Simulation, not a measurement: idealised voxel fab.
This section sets out a process module, namely voxel self aligned contacts.
Section shown: cut. Width: 240 nm. Cell size: 5 nm, square.
Format of a cross-section: grid, square cells. Given as bands. Order: top down. Band: one or more rows of cells. Basically the band line says how high the top is and how high the bottom is, in nm, and then what's in it from left to right, every material with its width in nm. Empty space shows up as "empty", and if a single material carries "everywhere" it runs the full band edge to edge. Heads up on the height convention: 0 is the point under which the incoming wafer is all one material, and the lowest band has no bottom, it just keeps going down, like "top 0, no bottom". The two numbers in a width such as "30..40" mark its ends across the band: the first belongs to the top row of cells, the second to the bottom row, and from each row to the next the width moves by the same amount. When a step is marked "no alterations made", none of the cells in the cross-section changed during that step. You'll see "Catalogued sealed voids" listing empty spaces that have no way open to the top, as long as they're 8 cells or more; the notation is width x height at distance, where the distance is from the left edge, and all of it is in nm. On a step's line, text after the settings is the simulator commenting on that step. overlay nm: step with mask; distance mask lay right of planned place; negative value = left of planned place.
Process steps - plan:
- 1: op RECEIVE | material Si
- 2: op OXIDIZE | depth nm 5
- 3: op DIRECTIONAL_DEP | material polySi | thk nm 30
- 4: op DIRECTIONAL_DEP | material SiN | thk nm 15
- 5: op MASKED_ETCH | tone cover | mask id GATE | width nm 30 | pitch nm 60 | etch materials SiN | depth nm 15 | overlay nm 0
- 6: op MASKED_ETCH | tone cover | mask id GATE | width nm 30 | pitch nm 60 | etch materials polySi | depth nm 30 | overlay nm 0
- 7: op CONFORMAL_DEP | material SiN | thk nm 5
- 8: op DIRECTIONAL_ETCH | etch materials SiN | depth nm 5
- 9: op FILL_DEP | material SiO2 | thk nm 20
- 10: op CMP | height nm 55
- 11: op DIRECTIONAL_DEP | material aC | thk nm 15
- 12: op PATTERN | tone open | mask id CONTACT | material resist | width nm 40 | thk nm 30 | overlay nm 0
- 13: op DIRECTIONAL_ETCH | etch materials aC | depth nm 15
- 14: op STRIP | etch materials resist
- 15: op DIRECTIONAL_ETCH | etch materials SiO2 | depth nm 60
- 16: op STRIP | etch materials aC
- 17: op CONFORMAL_DEP | material TiN | thk nm 5
- 18: op FILL_DEP | material Ru | thk nm 5
- 19: op CMP | height nm 55
- 20: op CONFORMAL_DEP | material SiCN | thk nm 5
Of two wafers, the first: run according to plan:
So this is the incoming wafer in cross-section - it's already been through step 1:
- top 0, no bottom | Si everywhere
- Catalogued sealed voids: none
Wafer after step 2 (cross-section):
- top 0, bottom -5 | SiO2 everywhere
- All layers under -5 are left as they were.
Wafer after step 3 (cross-section):
- top 30, bottom 0 | polySi everywhere
- All layers under 0 are left as they were.
Wafer after step 4 (cross-section):
- top 45, bottom 30 | SiN everywhere
- All layers under 30 are left as they were.
Wafer after step 5 (cross-section):
- top 45, bottom 30 | 75 empty; 30 SiN; 30 empty; 30 SiN; 75 empty
- All layers under 30 are left as they were.
Wafer after step 6 (cross-section):
- top 45, bottom 30 | 75 empty; 30 SiN; 30 empty; 30 SiN; 75 empty
- top 30, bottom 0 | 75 empty; 30 polySi; 30 empty; 30 polySi; 75 empty
- All layers under 0 are left as they were.
Wafer after step 7 (cross-section):
- top 50, bottom 30 | 70 empty; 40 SiN; 20 empty; 40 SiN; 70 empty
- top 30, bottom 5 | 70 empty; 5 SiN; 30 polySi; 5 SiN; 20 empty; 5 SiN; 30 polySi; 5 SiN; 70 empty
- top 5, bottom 0 | 75 SiN; 30 polySi; 30 SiN; 30 polySi; 75 SiN
- All layers under 0 are left as they were.
Wafer after step 8 (cross-section):
- top 45, bottom 30 | 70 empty; 40 SiN; 20 empty; 40 SiN; 70 empty
- top 30, bottom 0 | 70 empty; 5 SiN; 30 polySi; 5 SiN; 20 empty; 5 SiN; 30 polySi; 5 SiN; 70 empty
- All layers under 0 are left as they were.
Wafer after step 9 (cross-section):
- top 65, bottom 45 | SiO2 everywhere
- top 45, bottom 30 | 70 SiO2; 40 SiN; 20 SiO2; 40 SiN; 70 SiO2
- top 30, bottom 0 | 70 SiO2; 5 SiN; 30 polySi; 5 SiN; 20 SiO2; 5 SiN; 30 polySi; 5 SiN; 70 SiO2
- All layers under 0 are left as they were.
Wafer after step 10 (cross-section):
- top 55, bottom 45 | SiO2 everywhere
- All layers under 45 are left as they were.
Wafer after step 11 (cross-section):
- top 70, bottom 55 | aC everywhere
- All layers under 55 are left as they were.
Wafer after step 12 (cross-section):
- top 100, bottom 70 | 100 resist; 40 empty; 100 resist
- All layers under 70 are left as they were.
Wafer after step 13 (cross-section):
- top 85, bottom 70 | 100 resist; 40 empty; 100 resist
- top 70, bottom 55 | 100 aC; 40 empty; 100 aC
- All layers under 55 are left as they were.
Wafer after step 14 (cross-section):
- top 70, bottom 55 | 100 aC; 40 empty; 100 aC
- All layers under 55 are left as they were.
Wafer after step 15 (cross-section):
- top 70, bottom 55 | 100 aC; 40 empty; 100 aC
- top 55, bottom 45 | 100 SiO2; 40 empty; 100 SiO2
- top 45, bottom 30 | 70 SiO2; 40 SiN; 20 empty; 40 SiN; 70 SiO2
- top 30, bottom 0 | 70 SiO2; 5 SiN; 30 polySi; 5 SiN; 20 empty; 5 SiN; 30 polySi; 5 SiN; 70 SiO2
- top 0, bottom -5 | 110 SiO2; 20 empty; 110 SiO2
- All layers under -5 are left as they were.
Wafer after step 16 (cross-section):
- top 55, bottom 45 | 100 SiO2; 40 empty; 100 SiO2
- All layers under 45 are left as they were.
Wafer after step 17 (cross-section):
- top 60, bottom 55 | 105 TiN; 30 empty; 105 TiN
- top 55, bottom 45 | 100 SiO2; 5..15 TiN; 30..10 empty; 5..15 TiN; 100 SiO2
- top 45, bottom 30 | 70 SiO2; 40 SiN; 5 TiN; 10 empty; 5 TiN; 40 SiN; 70 SiO2
- top 30, bottom 0 | 70 SiO2; 5 SiN; 30 polySi; 5 SiN; 5 TiN; 10 empty; 5 TiN; 5 SiN; 30 polySi; 5 SiN; 70 SiO2
- top 0, bottom -5 | 110 SiO2; 20 TiN; 110 SiO2
- All layers under -5 are left as they were.
Wafer after step 18 (cross-section):
- top 65, bottom 60 | Ru everywhere
- top 60, bottom 55 | 105 TiN; 30 Ru; 105 TiN
- top 55, bottom 45 | 100 SiO2; 5..15 TiN; 30..10 Ru; 5..15 TiN; 100 SiO2
- top 45, bottom 30 | 70 SiO2; 40 SiN; 5 TiN; 10 Ru; 5 TiN; 40 SiN; 70 SiO2
- top 30, bottom 0 | 70 SiO2; 5 SiN; 30 polySi; 5 SiN; 5 TiN; 10 Ru; 5 TiN; 5 SiN; 30 polySi; 5 SiN; 70 SiO2
- All layers under 0 are left as they were.
Wafer after step 19 (cross-section):
- top 55, bottom 45 | 100 SiO2; 5..15 TiN; 30..10 Ru; 5..15 TiN; 100 SiO2
- All layers under 45 are left as they were.
Wafer after step 20 (cross-section):
- top 60, bottom 55 | SiCN everywhere
- All layers under 55 are left as they were.
Second wafer: same start and same plan as the first, one execution error; identical to the first through step 2:
The second wafer cut through, at the time step 3 was supposed to be finished:
- top 15, bottom 0 | SiN everywhere
- All layers under 0 are left as they were.
The second wafer cut through, at the time step 4 was supposed to be finished:
- top 45, bottom 15 | polySi everywhere
- All layers under 15 are left as they were.
The second wafer cut through, at the time step 5 was supposed to be finished: no alterations made
The second wafer cut through, at the time step 6 was supposed to be finished:
- top 45, bottom 15 | 75 empty; 30 polySi; 30 empty; 30 polySi; 75 empty
- All layers under 15 are left as they were.
The second wafer cut through, at the time step 7 was supposed to be finished:
- top 50, bottom 45 | 70 empty; 40 SiN; 20 empty; 40 SiN; 70 empty
- top 45, bottom 20 | 70 empty; 5 SiN; 30 polySi; 5 SiN; 20 empty; 5 SiN; 30 polySi; 5 SiN; 70 empty
- top 20, bottom 15 | 75 SiN; 30 polySi; 30 SiN; 30 polySi; 75 SiN
- All layers under 15 are left as they were.
The second wafer cut through, at the time step 8 was supposed to be finished:
- top 45, bottom 15 | 70 empty; 5 SiN; 30 polySi; 5 SiN; 20 empty; 5 SiN; 30 polySi; 5 SiN; 70 empty
- All layers under 15 are left as they were.
The second wafer cut through, at the time step 9 was supposed to be finished:
- top 65, bottom 45 | SiO2 everywhere
- top 45, bottom 15 | 70 SiO2; 5 SiN; 30 polySi; 5 SiN; 20 SiO2; 5 SiN; 30 polySi; 5 SiN; 70 SiO2
- All layers under 15 are left as they were.
The second wafer cut through, at the time step 10 was supposed to be finished:
- top 55, bottom 45 | SiO2 everywhere
- All layers under 45 are left as they were.
The second wafer cut through, at the time step 11 was supposed to be finished:
- top 70, bottom 55 | aC everywhere
- All layers under 55 are left as they were.
The second wafer cut through, at the time step 12 was supposed to be finished:
- top 100, bottom 70 | 100 resist; 40 empty; 100 resist
- All layers under 70 are left as they were.
The second wafer cut through, at the time step 13 was supposed to be finished:
- top 85, bottom 70 | 100 resist; 40 empty; 100 resist
- top 70, bottom 55 | 100 aC; 40 empty; 100 aC
- All layers under 55 are left as they were.
The second wafer cut through, at the time step 14 was supposed to be finished:
- top 70, bottom 55 | 100 aC; 40 empty; 100 aC
- All layers under 55 are left as they were.
The second wafer cut through, at the time step 15 was supposed to be finished:
- top 70, bottom 55 | 100 aC; 40 empty; 100 aC
- top 55, bottom 45 | 100 SiO2; 40 empty; 100 SiO2
- top 45, bottom 15 | 70 SiO2; 5 SiN; 30 polySi; 5 SiN; 20 empty; 5 SiN; 30 polySi; 5 SiN; 70 SiO2
- All layers under 15 are left as they were.
The second wafer cut through, at the time step 16 was supposed to be finished:
- top 55, bottom 45 | 100 SiO2; 40 empty; 100 SiO2
- All layers under 45 are left as they were.
The second wafer cut through, at the time step 17 was supposed to be finished:
- top 60, bottom 55 | 105 TiN; 30 empty; 105 TiN
- top 55, bottom 45 | 100 SiO2; 5..15 TiN; 30..10 empty; 5..15 TiN; 100 SiO2
- top 45, bottom 20 | 70 SiO2; 5 SiN; 30 polySi; 5 SiN; 5 TiN; 10 empty; 5 TiN; 5 SiN; 30 polySi; 5 SiN; 70 SiO2
- top 20, bottom 15 | 70 SiO2; 5 SiN; 30 polySi; 5 SiN; 20 TiN; 5 SiN; 30 polySi; 5 SiN; 70 SiO2
- All layers under 15 are left as they were.
The second wafer cut through, at the time step 18 was supposed to be finished:
- top 65, bottom 60 | Ru everywhere
- top 60, bottom 55 | 105 TiN; 30 Ru; 105 TiN
- top 55, bottom 45 | 100 SiO2; 5..15 TiN; 30..10 Ru; 5..15 TiN; 100 SiO2
- top 45, bottom 20 | 70 SiO2; 5 SiN; 30 polySi; 5 SiN; 5 TiN; 10 Ru; 5 TiN; 5 SiN; 30 polySi; 5 SiN; 70 SiO2
- All layers under 20 are left as they were.
The second wafer cut through, at the time step 19 was supposed to be finished:
- top 55, bottom 45 | 100 SiO2; 5..15 TiN; 30..10 Ru; 5..15 TiN; 100 SiO2
- All layers under 45 are left as they were.
The second wafer cut through, at the time step 20 was supposed to be finished:
- top 60, bottom 55 | SiCN everywhere
- All layers under 55 are left as they were.
What broke from the plan during processing? deviation from plan: step 4 and step 3 executed in one another's positions
Wafer comparison, final, in cells, second relative to first, materials more or fewer: Ru -8; SiN +96; SiO2 -80; TiN -8
